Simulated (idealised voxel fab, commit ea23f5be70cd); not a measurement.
The process module that follows is named voxel self aligned contacts.
FYI the section here is cut, 275 nm wide, cells are 5 nm squares.
Just so we're on the same page, the cross-sections are grids of square cells, and they're listed out in bands top to bottom, each band one or more rows deep.
First you get the band's top height and its bottom height, in nm, and then the materials it's made of, left to right, with each width in nm. If you see a single material with "throughout", that one covers the band edge to edge. "blank" is empty space.
Heights from 0 (as-received wafer is one material below). Bottom band endless downward, as "0 down".
You'd read "30->40" like this: the band's top row of cells is as wide as the first number, its bottom row is as wide as the second, and going down, every row changes width by the same amount as the row before did.
Given "remains unaltered" for a step, no cell of the cross-section differs between before and after that step.
Closed-off voids of 8+ cells (no open route to the top) go in "Completely sealed voids", written width x height at distance from the left edge, in nm.
On each step's line, the part that comes after the settings is the simulator's own comment on the step.
For masked steps, "overlay nm" on the step line gives how far right of plan the mask actually lay; a minus sign means it lay to the left.
**Listed below are the process steps as planned**
1,RECEIVE,material Si
2,OXIDIZE,depth nm 5
3,DIRECTIONAL_DEP,material polySi,thk nm 25
4,DIRECTIONAL_DEP,material SiN,thk nm 25
5,DIRECTIONAL_DEP,material aC,thk nm 15
6,PATTERN,tone cover,mask id GATE,material resist,width nm 35,pitch nm 80,thk nm 30,overlay nm 0
7,DIRECTIONAL_ETCH,etch materials aC,depth nm 15
8,STRIP,etch materials resist
9,DIRECTIONAL_ETCH,etch materials SiN,depth nm 25
10,DIRECTIONAL_ETCH,etch materials polySi,depth nm 25
11,STRIP,etch materials aC
12,CONFORMAL_DEP,material SiN,thk nm 10
13,DIRECTIONAL_ETCH,etch materials SiN,depth nm 10
14,FILL_DEP,material SiO2,thk nm 20
15,CMP,height nm 60
16,DIRECTIONAL_DEP,material aC,thk nm 10
17,PATTERN,tone open,mask id CONTACT,material resist,width nm 55,pitch nm 80,thk nm 25,overlay nm 0
18,DIRECTIONAL_ETCH,etch materials aC,depth nm 10
19,STRIP,etch materials resist
20,DIRECTIONAL_ETCH,etch materials SiO2,depth nm 65
21,STRIP,etch materials aC
22,CONFORMAL_DEP,material TiN,thk nm 5
23,FILL_DEP,material Ru,thk nm 10
24,CMP,height nm 60
25,CONFORMAL_DEP,material SiCN,thk nm 5
**Received-state cross-section, reflecting completion of step 1**
> 0 down  Si throughout
> Completely sealed voids: none
**Starting structure and process plan are as shown above, but one mistake was made in running the module; the wafer cross-section at the end of the module follows**
> 65 to 60  SiCN throughout
> 60 to 50  70 nm SiO2, 5->20 nm TiN, 45->15 nm Ru, 5->20 nm TiN, 25 nm SiO2, 5->20 nm TiN, 45->15 nm Ru, 5->20 nm TiN, 70 nm SiO2
> 50 to 30  30 nm SiO2, 10 nm SiN, 35 nm polySi, 10 nm SiN, 5 nm TiN, 15 nm Ru, 5 nm TiN, 10 nm SiN, 35 nm polySi, 10 nm SiN, 5 nm TiN, 15 nm Ru, 5 nm TiN, 10 nm SiN, 35 nm polySi, 10 nm SiN, 30 nm SiO2
> 30 to 25  30 nm SiO2, 10 nm SiN, 35 nm polySi, 10 nm SiN, 25 nm TiN, 10 nm SiN, 35 nm polySi, 10 nm SiN, 25 nm TiN, 10 nm SiN, 35 nm polySi, 10 nm SiN, 30 nm SiO2
> 25 to 0  SiN throughout
> 0 to -5  SiO2 throughout
> -5 down  Si throughout
> Completely sealed voids: none
what went wrong: steps 3 and 4 were swapped
